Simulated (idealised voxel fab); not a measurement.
Process module, titled voxel transistor to metal
Each square cell in cross-section cut measures 5 nm, and the section as a whole is 155 nm wide.
A cross-section is written here as square cells arranged in a grid, and it is given in bands from the top down, each band taking up one or more rows of cells.
Band: top and bottom heights (nm) first, top before bottom; then materials from left to right, widths in nm. "throughout" marks a sole material filling the band edge to edge. "empty" denotes empty space.
Note: height 0 marks the level under which the wafer is uniformly one material as received. Lowest band unbounded below, written "top 0, no bottom".
A two-number width, for instance "30 to 40", indicates that the width is equal to the first number in the top row of the band and to the second number in the bottom row, and that it changes by a constant amount per row of cells.
"no modifications" means the step left every cell of the cross-section as it was.
The list in "Unvented cavities" covers empty spaces of 8 cells or more that cannot reach the top through any open way, and it gives each as width x height at distance; the distance is from the left edge, and width, height and distance are in nm.
Anything after a step's settings on that line? It's the simulator's own note about the step.
overlay nm: mask right of planned place by this much (step with mask). Neg. = left.

[These are the steps we planned for the process]
1: RECEIVE (material Si)
2: OXIDIZE (depth nm 5)
3: CONFORMAL_DEP (material SiN; thk nm 15)
4: MASKED_ETCH (tone cover; mask id ACTIVE; width nm 105; etch materials SiN; depth nm 15; overlay nm 0)
5: MASKED_ETCH (tone cover; mask id ACTIVE; width nm 105; etch materials SiO2; depth nm 5; overlay nm 0)
6: MASKED_ETCH (tone cover; mask id ACTIVE; width nm 105; etch materials Si; depth nm 35; overlay nm 0)
7: OXIDIZE (depth nm 5)
8: FILL_DEP (material SiO2; thk nm 10)
9: CMP (height nm 15)
10: SELECTIVE_ETCH (etch materials SiO2; depth nm 10)
11: STRIP (etch materials SiN)
12: SELECTIVE_ETCH (etch materials SiO2; depth nm 5)
13: OXIDIZE (depth nm 5)
14: DIRECTIONAL_DEP (material polySi; thk nm 25)
15: DIRECTIONAL_DEP (material SiCN; thk nm 15)
16: DIRECTIONAL_DEP (material aC; thk nm 10)
17: PATTERN (tone cover; mask id GATE; material resist; width nm 15; thk nm 25; overlay nm 0)
18: DIRECTIONAL_ETCH (etch materials aC; depth nm 10)
19: STRIP (etch materials resist)
20: DIRECTIONAL_ETCH (etch materials SiCN; depth nm 25)
21: DIRECTIONAL_ETCH (etch materials polySi; depth nm 35)
22: STRIP (etch materials aC)
23: CONFORMAL_DEP (material SiO2; thk nm 5)
24: DIRECTIONAL_ETCH (etch materials SiO2; depth nm 5)
25: CONFORMAL_DEP (material SiN; thk nm 10)
26: DIRECTIONAL_ETCH (etch materials SiN; depth nm 10)
27: DIRECTIONAL_ETCH (etch materials SiO2; depth nm 5)
28: DIRECTIONAL_ETCH (etch materials Si; depth nm 5)
29: EPI (material pSi; thk nm 10)
30: FILL_DEP (material SiO2; thk nm 5)
31: CMP (height nm 35)
32: DIRECTIONAL_DEP (material SiO2; thk nm 15)
33: PATTERN (tone open; mask id CONTACT; material resist; width nm 20; pitch nm 65; thk nm 20; overlay nm 0)
34: DIRECTIONAL_ETCH (etch materials SiO2; depth nm 50)
35: STRIP (etch materials resist)
36: CONFORMAL_DEP (material TiN; thk nm 5)
37: FILL_DEP (material W; thk nm 5)
38: CMP (height nm 50)
39: CONFORMAL_DEP (material SiCN; thk nm 5)
40: DIRECTIONAL_DEP (material SiO2; thk nm 25)
41: PATTERN (tone open; mask id METAL_1; material resist; width nm 20; pitch nm 65; thk nm 15; overlay nm 0)
42: DIRECTIONAL_ETCH (etch materials SiO2; depth nm 25)
43: DIRECTIONAL_ETCH (etch materials SiCN; depth nm 5)
44: STRIP (etch materials resist)
45: CONFORMAL_DEP (material TiN; thk nm 5)
46: FILL_DEP (material W; thk nm 5)
47: CMP (height nm 80)
48: EPI (material Ru; thk nm 5)
49: FILL_DEP (material SiCN; thk nm 5)

[First out of two wafers; run went to plan]

[As-received state of the wafer in cross-section, equivalent to post-step 1]
    top 0, no bottom: Si throughout
    Unvented cavities: none

[Cross-section: wafer state after step 2]
    top 0, bottom -5: SiO2 throughout
    At heights below -5, the structure remains unaltered.

[Cross-section: wafer state after step 3]
    top 15, bottom 0: SiN throughout
    At heights below 0, the structure remains unaltered.

[Cross-section: wafer state after step 4]
    top 15, bottom 0: empty (25)  SiN (105)  empty (25)
    At heights below 0, the structure remains unaltered.

[Cross-section: wafer state after step 5]
    top 15, bottom 0: empty (25)  SiN (105)  empty (25)
    top 0, bottom -5: empty (25)  SiO2 (105)  empty (25)
    At heights below -5, the structure remains unaltered.

[Cross-section: wafer state after step 6]
    top 15, bottom 0: empty (25)  SiN (105)  empty (25)
    top 0, bottom -5: empty (25)  SiO2 (105)  empty (25)
    top -5, bottom -40: empty (25)  Si (105)  empty (25)
    At heights below -40, the structure remains unaltered.

[Cross-section: wafer state after step 7]
    top 15, bottom 0: empty (25)  SiN (105)  empty (25)
    top 0, bottom -5: empty (25)  SiO2 (105)  empty (25)
    top -5, bottom -40: empty (25)  SiO2 (5)  Si (95)  SiO2 (5)  empty (25)
    top -40, bottom -45: SiO2 (30)  Si (95)  SiO2 (30)
    At heights below -45, the structure remains unaltered.

[Cross-section: wafer state after step 8]
    top 25, bottom 15: SiO2 throughout
    top 15, bottom 0: SiO2 (25)  SiN (105)  SiO2 (25)
    top 0, bottom -5: SiO2 throughout
    top -5, bottom -45: SiO2 (30)  Si (95)  SiO2 (30)
    At heights below -45, the structure remains unaltered.

[Cross-section: wafer state after step 9]
    top 15, bottom 0: SiO2 (25)  SiN (105)  SiO2 (25)
    At heights below 0, the structure remains unaltered.

[Cross-section: wafer state after step 10]
    top 15, bottom 5: empty (25)  SiN (105)  empty (25)
    At heights below 5, the structure remains unaltered.

[Cross-section: wafer state after step 11]
    top 5, bottom 0: SiO2 (25)  empty (105)  SiO2 (25)
    At heights below 0, the structure remains unaltered.

[Cross-section: wafer state after step 12]
    top 0, bottom -5: SiO2 (20)  empty (115)  SiO2 (20)
    At heights below -5, the structure remains unaltered.

[Cross-section: wafer state after step 13]
    top 0, bottom -5: SiO2 (20)  empty (115)  SiO2 (20)
    top -5, bottom -10: SiO2 throughout
    At heights below -10, the structure remains unaltered.

[Cross-section: wafer state after step 14]
    top 25, bottom 20: polySi (20)  empty (115)  polySi (20)
    top 20, bottom 0: polySi throughout
    top 0, bottom -5: SiO2 (20)  polySi (115)  SiO2 (20)
    At heights below -5, the structure remains unaltered.

[Cross-section: wafer state after step 15]
    top 40, bottom 35: SiCN (20)  empty (115)  SiCN (20)
    top 35, bottom 25: SiCN throughout
    top 25, bottom 20: polySi (20)  SiCN (115)  polySi (20)
    At heights below 20, the structure remains unaltered.

[Cross-section: wafer state after step 16]
    top 50, bottom 45: aC (20)  empty (115)  aC (20)
    top 45, bottom 40: aC throughout
    top 40, bottom 35: SiCN (20)  aC (115)  SiCN (20)
    At heights below 35, the structure remains unaltered.

[Cross-section: wafer state after step 17]
    top 75, bottom 50: empty (70)  resist (15)  empty (70)
    top 50, bottom 45: aC (20)  empty (50)  resist (15)  empty (50)  aC (20)
    At heights below 45, the structure remains unaltered.

[Cross-section: wafer state after step 18]
    top 65, bottom 45: empty (70)  resist (15)  empty (70)
    top 45, bottom 40: empty (70)  aC (15)  empty (70)
    top 40, bottom 35: SiCN (20)  empty (50)  aC (15)  empty (50)  SiCN (20)
    At heights below 35, the structure remains unaltered.

[Cross-section: wafer state after step 19]
    top 45, bottom 40: empty (70)  aC (15)  empty (70)
    At heights below 40, the structure remains unaltered.

[Cross-section: wafer state after step 20]
    top 45, bottom 35: empty (70)  aC (15)  empty (70)
    top 35, bottom 25: empty (70)  SiCN (15)  empty (70)
    top 25, bottom 20: polySi (20)  empty (50)  SiCN (15)  empty (50)  polySi (20)
    At heights below 20, the structure remains unaltered.

[Cross-section: wafer state after step 21]
    top 45, bottom 35: empty (70)  aC (15)  empty (70)
    top 35, bottom 20: empty (70)  SiCN (15)  empty (70)
    top 20, bottom 0: empty (70)  polySi (15)  empty (70)
    top 0, bottom -5: SiO2 (20)  empty (50)  polySi (15)  empty (50)  SiO2 (20)
    At heights below -5, the structure remains unaltered.

[Cross-section: wafer state after step 22]
    top 35, bottom 20: empty (70)  SiCN (15)  empty (70)
    At heights below 20, the structure remains unaltered.

[Cross-section: wafer state after step 23]
    top 40, bottom 35: empty (65)  SiO2 (25)  empty (65)
    top 35, bottom 20: empty (65)  SiO2 (5)  SiCN (15)  SiO2 (5)  empty (65)
    top 20, bottom 5: empty (65)  SiO2 (5)  polySi (15)  SiO2 (5)  empty (65)
    top 5, bottom 0: SiO2 (25)  empty (40)  SiO2 (5)  polySi (15)  SiO2 (5)  empty (40)  SiO2 (25)
    top 0, bottom -5: SiO2 (70)  polySi (15)  SiO2 (70)
    At heights below -5, the structure remains unaltered.

[Cross-section: wafer state after step 24]
    top 35, bottom 20: empty (65)  SiO2 (5)  SiCN (15)  SiO2 (5)  empty (65)
    top 20, bottom 0: empty (65)  SiO2 (5)  polySi (15)  SiO2 (5)  empty (65)
    top 0, bottom -5: SiO2 (25)  empty (40)  SiO2 (5)  polySi (15)  SiO2 (5)  empty (40)  SiO2 (25)
    At heights below -5, the structure remains unaltered.

[Cross-section: wafer state after step 25]
    top 45, bottom 35: empty (55)  SiN (45)  empty (55)
    top 35, bottom 20: empty (55)  SiN (10)  SiO2 (5)  SiCN (15)  SiO2 (5)  SiN (10)  empty (55)
    top 20, bottom 10: empty (55)  SiN (10)  SiO2 (5)  polySi (15)  SiO2 (5)  SiN (10)  empty (55)
    top 10, bottom 5: SiN (35)  empty (20)  SiN (10)  SiO2 (5)  polySi (15)  SiO2 (5)  SiN (10)  empty (20)  SiN (35)
    top 5, bottom 0: SiN (65)  SiO2 (5)  polySi (15)  SiO2 (5)  SiN (65)
    top 0, bottom -5: SiO2 (25)  SiN (40)  SiO2 (5)  polySi (15)  SiO2 (5)  SiN (40)  SiO2 (25)
    At heights below -5, the structure remains unaltered.

[Cross-section: wafer state after step 26]
    top 35, bottom 20: empty (55)  SiN (10)  SiO2 (5)  SiCN (15)  SiO2 (5)  SiN (10)  empty (55)
    top 20, bottom 0: empty (55)  SiN (10)  SiO2 (5)  polySi (15)  SiO2 (5)  SiN (10)  empty (55)
    top 0, bottom -5: SiO2 (25)  SiN (10)  empty (20)  SiN (10)  SiO2 (5)  polySi (15)  SiO2 (5)  SiN (10)  empty (20)  SiN (10)  SiO2 (25)
    At heights below -5, the structure remains unaltered.

[Cross-section: wafer state after step 27]
    top 35, bottom 30: empty (55)  SiN (10)  empty (5)  SiCN (15)  empty (5)  SiN (10)  empty (55)
    top 30, bottom 20: empty (55)  SiN (10)  SiO2 (5)  SiCN (15)  SiO2 (5)  SiN (10)  empty (55)
    top 20, bottom 0: empty (55)  SiN (10)  SiO2 (5)  polySi (15)  SiO2 (5)  SiN (10)  empty (55)
    top 0, bottom -5: empty (25)  SiN (10)  empty (20)  SiN (10)  SiO2 (5)  polySi (15)  SiO2 (5)  SiN (10)  empty (20)  SiN (10)  empty (25)
    top -5, bottom -10: SiO2 (35)  empty (20)  SiO2 (45)  empty (20)  SiO2 (35)
    At heights below -10, the structure remains unaltered.

[Cross-section: wafer state after step 28]
    top 35, bottom 30: empty (55)  SiN (10)  empty (5)  SiCN (15)  empty (5)  SiN (10)  empty (55)
    top 30, bottom 20: empty (55)  SiN (10)  SiO2 (5)  SiCN (15)  SiO2 (5)  SiN (10)  empty (55)
    top 20, bottom 0: empty (55)  SiN (10)  SiO2 (5)  polySi (15)  SiO2 (5)  SiN (10)  empty (55)
    top 0, bottom -5: empty (25)  SiN (10)  empty (20)  SiN (10)  SiO2 (5)  polySi (15)  SiO2 (5)  SiN (10)  empty (20)  SiN (10)  empty (25)
    top -5, bottom -10: SiO2 (35)  empty (20)  SiO2 (45)  empty (20)  SiO2 (35)
    top -10, bottom -15: SiO2 (30)  Si (5)  empty (20)  Si (45)  empty (20)  Si (5)  SiO2 (30)
    At heights below -15, the structure remains unaltered.

[Cross-section: wafer state after step 29]
    top 35, bottom 30: empty (55)  SiN (10)  empty (5)  SiCN (15)  empty (5)  SiN (10)  empty (55)
    top 30, bottom 20: empty (55)  SiN (10)  SiO2 (5)  SiCN (15)  SiO2 (5)  SiN (10)  empty (55)
    top 20, bottom 0: empty (55)  SiN (10)  SiO2 (5)  polySi (15)  SiO2 (5)  SiN (10)  empty (55)
    top 0, bottom -5: empty (25)  SiN (10)  pSi (20)  SiN (10)  SiO2 (5)  polySi (15)  SiO2 (5)  SiN (10)  pSi (20)  SiN (10)  empty (25)
    top -5, bottom -10: SiO2 (35)  pSi (20)  SiO2 (45)  pSi (20)  SiO2 (35)
    top -10, bottom -15: SiO2 (30)  Si (5)  pSi (20)  Si (45)  pSi (20)  Si (5)  SiO2 (30)
    At heights below -15, the structure remains unaltered.

[Cross-section: wafer state after step 30]
    top 40, bottom 35: SiO2 throughout
    top 35, bottom 20: SiO2 (55)  SiN (10)  SiO2 (5)  SiCN (15)  SiO2 (5)  SiN (10)  SiO2 (55)
    top 20, bottom 0: SiO2 (55)  SiN (10)  SiO2 (5)  polySi (15)  SiO2 (5)  SiN (10)  SiO2 (55)
    top 0, bottom -5: SiO2 (25)  SiN (10)  pSi (20)  SiN (10)  SiO2 (5)  polySi (15)  SiO2 (5)  SiN (10)  pSi (20)  SiN (10)  SiO2 (25)
    At heights below -5, the structure remains unaltered.

[Cross-section: wafer state after step 31]
    top 35, bottom 20: SiO2 (55)  SiN (10)  SiO2 (5)  SiCN (15)  SiO2 (5)  SiN (10)  SiO2 (55)
    At heights below 20, the structure remains unaltered.

[Cross-section: wafer state after step 32]
    top 50, bottom 35: SiO2 throughout
    At heights below 35, the structure remains unaltered.

[Cross-section: wafer state after step 33]
    top 70, bottom 50: resist (35)  empty (20)  resist (45)  empty (20)  resist (35)
    At heights below 50, the structure remains unaltered.

[Cross-section: wafer state after step 34]
    top 70, bottom 50: resist (35)  empty (20)  resist (45)  empty (20)  resist (35)
    top 50, bottom 35: SiO2 (35)  empty (20)  SiO2 (45)  empty (20)  SiO2 (35)
    top 35, bottom 20: SiO2 (35)  empty (20)  SiN (10)  SiO2 (5)  SiCN (15)  SiO2 (5)  SiN (10)  empty (20)  SiO2 (35)
    top 20, bottom 0: SiO2 (35)  empty (20)  SiN (10)  SiO2 (5)  polySi (15)  SiO2 (5)  SiN (10)  empty (20)  SiO2 (35)
    At heights below 0, the structure remains unaltered.

[Cross-section: wafer state after step 35]
    top 50, bottom 35: SiO2 (35)  empty (20)  SiO2 (45)  empty (20)  SiO2 (35)
    At heights below 35, the structure remains unaltered.

[Cross-section: wafer state after step 36]
    top 55, bottom 50: TiN (40)  empty (10)  TiN (55)  empty (10)  TiN (40)
    top 50, bottom 35: SiO2 (35)  TiN (5)  empty (10)  TiN (5)  SiO2 (45)  TiN (5)  empty (10)  TiN (5)  SiO2 (35)
    top 35, bottom 20: SiO2 (35)  TiN (5)  empty (10)  TiN (5)  SiN (10)  SiO2 (5)  SiCN (15)  SiO2 (5)  SiN (10)  TiN (5)  empty (10)  TiN (5)  SiO2 (35)
    top 20, bottom 5: SiO2 (35)  TiN (5)  empty (10)  TiN (5)  SiN (10)  SiO2 (5)  polySi (15)  SiO2 (5)  SiN (10)  TiN (5)  empty (10)  TiN (5)  SiO2 (35)
    top 5, bottom 0: SiO2 (35)  TiN (20)  SiN (10)  SiO2 (5)  polySi (15)  SiO2 (5)  SiN (10)  TiN (20)  SiO2 (35)
    At heights below 0, the structure remains unaltered.

[Cross-section: wafer state after step 37]
    top 60, bottom 55: W throughout
    top 55, bottom 50: TiN (40)  W (10)  TiN (55)  W (10)  TiN (40)
    top 50, bottom 35: SiO2 (35)  TiN (5)  W (10)  TiN (5)  SiO2 (45)  TiN (5)  W (10)  TiN (5)  SiO2 (35)
    top 35, bottom 20: SiO2 (35)  TiN (5)  W (10)  TiN (5)  SiN (10)  SiO2 (5)  SiCN (15)  SiO2 (5)  SiN (10)  TiN (5)  W (10)  TiN (5)  SiO2 (35)
    top 20, bottom 5: SiO2 (35)  TiN (5)  W (10)  TiN (5)  SiN (10)  SiO2 (5)  polySi (15)  SiO2 (5)  SiN (10)  TiN (5)  W (10)  TiN (5)  SiO2 (35)
    At heights below 5, the structure remains unaltered.

[Cross-section: wafer state after step 38]
    top 50, bottom 35: SiO2 (35)  TiN (5)  W (10)  TiN (5)  SiO2 (45)  TiN (5)  W (10)  TiN (5)  SiO2 (35)
    At heights below 35, the structure remains unaltered.

[Cross-section: wafer state after step 39]
    top 55, bottom 50: SiCN throughout
    At heights below 50, the structure remains unaltered.

[Cross-section: wafer state after step 40]
    top 80, bottom 55: SiO2 throughout
    At heights below 55, the structure remains unaltered.

[Cross-section: wafer state after step 41]
    top 95, bottom 80: resist (35)  empty (20)  resist (45)  empty (20)  resist (35)
    At heights below 80, the structure remains unaltered.

[Cross-section: wafer state after step 42]
    top 95, bottom 80: resist (35)  empty (20)  resist (45)  empty (20)  resist (35)
    top 80, bottom 55: SiO2 (35)  empty (20)  SiO2 (45)  empty (20)  SiO2 (35)
    At heights below 55, the structure remains unaltered.

[Cross-section: wafer state after step 43]
    top 95, bottom 80: resist (35)  empty (20)  resist (45)  empty (20)  resist (35)
    top 80, bottom 55: SiO2 (35)  empty (20)  SiO2 (45)  empty (20)  SiO2 (35)
    top 55, bottom 50: SiCN (35)  empty (20)  SiCN (45)  empty (20)  SiCN (35)
    At heights below 50, the structure remains unaltered.

[Cross-section: wafer state after step 44]
    top 80, bottom 55: SiO2 (35)  empty (20)  SiO2 (45)  empty (20)  SiO2 (35)
    At heights below 55, the structure remains unaltered.

[Cross-section: wafer state after step 45]
    top 85, bottom 80: TiN (40)  empty (10)  TiN (55)  empty (10)  TiN (40)
    top 80, bottom 55: SiO2 (35)  TiN (5)  empty (10)  TiN (5)  SiO2 (45)  TiN (5)  empty (10)  TiN (5)  SiO2 (35)
    top 55, bottom 50: SiCN (35)  TiN (20)  SiCN (45)  TiN (20)  SiCN (35)
    At heights below 50, the structure remains unaltered.

[Cross-section: wafer state after step 46]
    top 90, bottom 85: W throughout
    top 85, bottom 80: TiN (40)  W (10)  TiN (55)  W (10)  TiN (40)
    top 80, bottom 55: SiO2 (35)  TiN (5)  W (10)  TiN (5)  SiO2 (45)  TiN (5)  W (10)  TiN (5)  SiO2 (35)
    At heights below 55, the structure remains unaltered.

[Cross-section: wafer state after step 47]
    top 80, bottom 55: SiO2 (35)  TiN (5)  W (10)  TiN (5)  SiO2 (45)  TiN (5)  W (10)  TiN (5)  SiO2 (35)
    At heights below 55, the structure remains unaltered.

[Cross-section: wafer state after step 48]
    top 85, bottom 80: empty (30)  Ru (30)  empty (35)  Ru (30)  empty (30)
    At heights below 80, the structure remains unaltered.

[Cross-section: wafer state after step 49]
    top 90, bottom 85: SiCN throughout
    top 85, bottom 80: SiCN (30)  Ru (30)  SiCN (35)  Ru (30)  SiCN (30)
    At heights below 80, the structure remains unaltered.

[second wafer: like start, like plan, one mistake. Through step 14 it matches the first wafer]

[Cross-section of the second wafer corresponding to the planned conclusion of step 15]
    top 55, bottom 50: SiCN (20)  empty (115)  SiCN (20)
    top 50, bottom 25: SiCN throughout
    top 25, bottom 20: polySi (20)  SiCN (115)  polySi (20)
    At heights below 20, the structure remains unaltered.

[Cross-section of the second wafer corresponding to the planned conclusion of step 16]
    top 65, bottom 60: aC (20)  empty (115)  aC (20)
    top 60, bottom 55: aC throughout
    top 55, bottom 50: SiCN (20)  aC (115)  SiCN (20)
    At heights below 50, the structure remains unaltered.

[Cross-section of the second wafer corresponding to the planned conclusion of step 17]
    top 90, bottom 65: empty (70)  resist (15)  empty (70)
    top 65, bottom 60: aC (20)  empty (50)  resist (15)  empty (50)  aC (20)
    At heights below 60, the structure remains unaltered.

[Cross-section of the second wafer corresponding to the planned conclusion of step 18]
    top 80, bottom 60: empty (70)  resist (15)  empty (70)
    top 60, bottom 55: empty (70)  aC (15)  empty (70)
    top 55, bottom 50: SiCN (20)  empty (50)  aC (15)  empty (50)  SiCN (20)
    At heights below 50, the structure remains unaltered.

[Cross-section of the second wafer corresponding to the planned conclusion of step 19]
    top 60, bottom 55: empty (70)  aC (15)  empty (70)
    At heights below 55, the structure remains unaltered.

[Cross-section of the second wafer corresponding to the planned conclusion of step 20]
    top 60, bottom 50: empty (70)  aC (15)  empty (70)
    top 50, bottom 30: empty (70)  SiCN (15)  empty (70)
    top 30, bottom 25: SiCN (20)  empty (50)  SiCN (15)  empty (50)  SiCN (20)
    At heights below 25, the structure remains unaltered.

Cross-section of the second wafer corresponding to the planned conclusion of step 21: no modifications

[Cross-section of the second wafer corresponding to the planned conclusion of step 22]
    top 50, bottom 30: empty (70)  SiCN (15)  empty (70)
    At heights below 30, the structure remains unaltered.

[Cross-section of the second wafer corresponding to the planned conclusion of step 23]
    top 55, bottom 50: empty (65)  SiO2 (25)  empty (65)
    top 50, bottom 35: empty (65)  SiO2 (5)  SiCN (15)  SiO2 (5)  empty (65)
    top 35, bottom 30: SiO2 (25)  empty (40)  SiO2 (5)  SiCN (15)  SiO2 (5)  empty (40)  SiO2 (25)
    top 30, bottom 25: SiCN (20)  SiO2 (50)  SiCN (15)  SiO2 (50)  SiCN (20)
    At heights below 25, the structure remains unaltered.

[Cross-section of the second wafer corresponding to the planned conclusion of step 24]
    top 50, bottom 30: empty (65)  SiO2 (5)  SiCN (15)  SiO2 (5)  empty (65)
    top 30, bottom 25: SiCN (20)  SiO2 (5)  empty (40)  SiO2 (5)  SiCN (15)  SiO2 (5)  empty (40)  SiO2 (5)  SiCN (20)
    At heights below 25, the structure remains unaltered.

[Cross-section of the second wafer corresponding to the planned conclusion of step 25]
    top 60, bottom 50: empty (55)  SiN (45)  empty (55)
    top 50, bottom 40: empty (55)  SiN (10)  SiO2 (5)  SiCN (15)  SiO2 (5)  SiN (10)  empty (55)
    top 40, bottom 35: SiN (35)  empty (20)  SiN (10)  SiO2 (5)  SiCN (15)  SiO2 (5)  SiN (10)  empty (20)  SiN (35)
    top 35, bottom 30: SiN (65)  SiO2 (5)  SiCN (15)  SiO2 (5)  SiN (65)
    top 30, bottom 25: SiCN (20)  SiO2 (5)  SiN (40)  SiO2 (5)  SiCN (15)  SiO2 (5)  SiN (40)  SiO2 (5)  SiCN (20)
    At heights below 25, the structure remains unaltered.

[Cross-section of the second wafer corresponding to the planned conclusion of step 26]
    top 50, bottom 30: empty (55)  SiN (10)  SiO2 (5)  SiCN (15)  SiO2 (5)  SiN (10)  empty (55)
    top 30, bottom 25: SiCN (20)  SiO2 (5)  SiN (10)  empty (20)  SiN (10)  SiO2 (5)  SiCN (15)  SiO2 (5)  SiN (10)  empty (20)  SiN (10)  SiO2 (5)  SiCN (20)
    At heights below 25, the structure remains unaltered.

[Cross-section of the second wafer corresponding to the planned conclusion of step 27]
    top 50, bottom 45: empty (55)  SiN (10)  empty (5)  SiCN (15)  empty (5)  SiN (10)  empty (55)
    top 45, bottom 30: empty (55)  SiN (10)  SiO2 (5)  SiCN (15)  SiO2 (5)  SiN (10)  empty (55)
    top 30, bottom 25: SiCN (20)  empty (5)  SiN (10)  empty (20)  SiN (10)  SiO2 (5)  SiCN (15)  SiO2 (5)  SiN (10)  empty (20)  SiN (10)  empty (5)  SiCN (20)
    At heights below 25, the structure remains unaltered.

Cross-section of the second wafer corresponding to the planned conclusion of step 28: no modifications

Cross-section of the second wafer corresponding to the planned conclusion of step 29: no modifications

[Cross-section of the second wafer corresponding to the planned conclusion of step 30]
    top 55, bottom 50: SiO2 throughout
    top 50, bottom 30: SiO2 (55)  SiN (10)  SiO2 (5)  SiCN (15)  SiO2 (5)  SiN (10)  SiO2 (55)
    top 30, bottom 25: SiCN (20)  SiO2 (5)  SiN (10)  SiO2 (20)  SiN (10)  SiO2 (5)  SiCN (15)  SiO2 (5)  SiN (10)  SiO2 (20)  SiN (10)  SiO2 (5)  SiCN (20)
    At heights below 25, the structure remains unaltered.

[Cross-section of the second wafer corresponding to the planned conclusion of step 31]
    top 35, bottom 30: SiO2 (55)  SiN (10)  SiO2 (5)  SiCN (15)  SiO2 (5)  SiN (10)  SiO2 (55)
    At heights below 30, the structure remains unaltered.

[Cross-section of the second wafer corresponding to the planned conclusion of step 32]
    top 50, bottom 35: SiO2 throughout
    At heights below 35, the structure remains unaltered.

[Cross-section of the second wafer corresponding to the planned conclusion of step 33]
    top 70, bottom 50: resist (35)  empty (20)  resist (45)  empty (20)  resist (35)
    At heights below 50, the structure remains unaltered.

[Cross-section of the second wafer corresponding to the planned conclusion of step 34]
    top 70, bottom 50: resist (35)  empty (20)  resist (45)  empty (20)  resist (35)
    top 50, bottom 35: SiO2 (35)  empty (20)  SiO2 (45)  empty (20)  SiO2 (35)
    top 35, bottom 30: SiO2 (35)  empty (20)  SiN (10)  SiO2 (5)  SiCN (15)  SiO2 (5)  SiN (10)  empty (20)  SiO2 (35)
    top 30, bottom 25: SiCN (20)  SiO2 (5)  SiN (10)  empty (20)  SiN (10)  SiO2 (5)  SiCN (15)  SiO2 (5)  SiN (10)  empty (20)  SiN (10)  SiO2 (5)  SiCN (20)
    At heights below 25, the structure remains unaltered.

[Cross-section of the second wafer corresponding to the planned conclusion of step 35]
    top 50, bottom 35: SiO2 (35)  empty (20)  SiO2 (45)  empty (20)  SiO2 (35)
    At heights below 35, the structure remains unaltered.

[Cross-section of the second wafer corresponding to the planned conclusion of step 36]
    top 55, bottom 50: TiN (40)  empty (10)  TiN (55)  empty (10)  TiN (40)
    top 50, bottom 35: SiO2 (35)  TiN (5)  empty (10)  TiN (5)  SiO2 (45)  TiN (5)  empty (10)  TiN (5)  SiO2 (35)
    top 35, bottom 30: SiO2 (35)  TiN (5)  empty (10)  TiN (5)  SiN (10)  SiO2 (5)  SiCN (15)  SiO2 (5)  SiN (10)  TiN (5)  empty (10)  TiN (5)  SiO2 (35)
    top 30, bottom 25: SiCN (20)  SiO2 (5)  SiN (10)  TiN (20)  SiN (10)  SiO2 (5)  SiCN (15)  SiO2 (5)  SiN (10)  TiN (20)  SiN (10)  SiO2 (5)  SiCN (20)
    At heights below 25, the structure remains unaltered.

[Cross-section of the second wafer corresponding to the planned conclusion of step 37]
    top 60, bottom 55: W throughout
    top 55, bottom 50: TiN (40)  W (10)  TiN (55)  W (10)  TiN (40)
    top 50, bottom 35: SiO2 (35)  TiN (5)  W (10)  TiN (5)  SiO2 (45)  TiN (5)  W (10)  TiN (5)  SiO2 (35)
    top 35, bottom 30: SiO2 (35)  TiN (5)  W (10)  TiN (5)  SiN (10)  SiO2 (5)  SiCN (15)  SiO2 (5)  SiN (10)  TiN (5)  W (10)  TiN (5)  SiO2 (35)
    At heights below 30, the structure remains unaltered.

[Cross-section of the second wafer corresponding to the planned conclusion of step 38]
    top 50, bottom 35: SiO2 (35)  TiN (5)  W (10)  TiN (5)  SiO2 (45)  TiN (5)  W (10)  TiN (5)  SiO2 (35)
    At heights below 35, the structure remains unaltered.

[Cross-section of the second wafer corresponding to the planned conclusion of step 39]
    top 55, bottom 50: SiCN throughout
    At heights below 50, the structure remains unaltered.

[Cross-section of the second wafer corresponding to the planned conclusion of step 40]
    top 80, bottom 55: SiO2 throughout
    At heights below 55, the structure remains unaltered.

[Cross-section of the second wafer corresponding to the planned conclusion of step 41]
    top 95, bottom 80: resist (35)  empty (20)  resist (45)  empty (20)  resist (35)
    At heights below 80, the structure remains unaltered.

[Cross-section of the second wafer corresponding to the planned conclusion of step 42]
    top 95, bottom 80: resist (35)  empty (20)  resist (45)  empty (20)  resist (35)
    top 80, bottom 55: SiO2 (35)  empty (20)  SiO2 (45)  empty (20)  SiO2 (35)
    At heights below 55, the structure remains unaltered.

[Cross-section of the second wafer corresponding to the planned conclusion of step 43]
    top 95, bottom 80: resist (35)  empty (20)  resist (45)  empty (20)  resist (35)
    top 80, bottom 55: SiO2 (35)  empty (20)  SiO2 (45)  empty (20)  SiO2 (35)
    top 55, bottom 50: SiCN (35)  empty (20)  SiCN (45)  empty (20)  SiCN (35)
    At heights below 50, the structure remains unaltered.

[Cross-section of the second wafer corresponding to the planned conclusion of step 44]
    top 80, bottom 55: SiO2 (35)  empty (20)  SiO2 (45)  empty (20)  SiO2 (35)
    At heights below 55, the structure remains unaltered.

[Cross-section of the second wafer corresponding to the planned conclusion of step 45]
    top 85, bottom 80: TiN (40)  empty (10)  TiN (55)  empty (10)  TiN (40)
    top 80, bottom 55: SiO2 (35)  TiN (5)  empty (10)  TiN (5)  SiO2 (45)  TiN (5)  empty (10)  TiN (5)  SiO2 (35)
    top 55, bottom 50: SiCN (35)  TiN (20)  SiCN (45)  TiN (20)  SiCN (35)
    At heights below 50, the structure remains unaltered.

[Cross-section of the second wafer corresponding to the planned conclusion of step 46]
    top 90, bottom 85: W throughout
    top 85, bottom 80: TiN (40)  W (10)  TiN (55)  W (10)  TiN (40)
    top 80, bottom 55: SiO2 (35)  TiN (5)  W (10)  TiN (5)  SiO2 (45)  TiN (5)  W (10)  TiN (5)  SiO2 (35)
    At heights below 55, the structure remains unaltered.

[Cross-section of the second wafer corresponding to the planned conclusion of step 47]
    top 80, bottom 55: SiO2 (35)  TiN (5)  W (10)  TiN (5)  SiO2 (45)  TiN (5)  W (10)  TiN (5)  SiO2 (35)
    At heights below 55, the structure remains unaltered.

[Cross-section of the second wafer corresponding to the planned conclusion of step 48]
    top 85, bottom 80: empty (30)  Ru (30)  empty (35)  Ru (30)  empty (30)
    At heights below 80, the structure remains unaltered.

[Cross-section of the second wafer corresponding to the planned conclusion of step 49]
    top 90, bottom 85: SiCN throughout
    top 85, bottom 80: SiCN (30)  Ru (30)  SiCN (35)  Ru (30)  SiCN (30)
    At heights below 80, the structure remains unaltered.
Here's what went sideways: step 15 from the plan got run twice
The final cell counts differ between the wafers, with the second having more or fewer of some materials than the first: Si: 8 more, SiCN: 28 more, SiN: 24 fewer, SiO2: 88 fewer, TiN: 20 fewer, W: 20 fewer, pSi: 24 fewer, polySi: 140 more
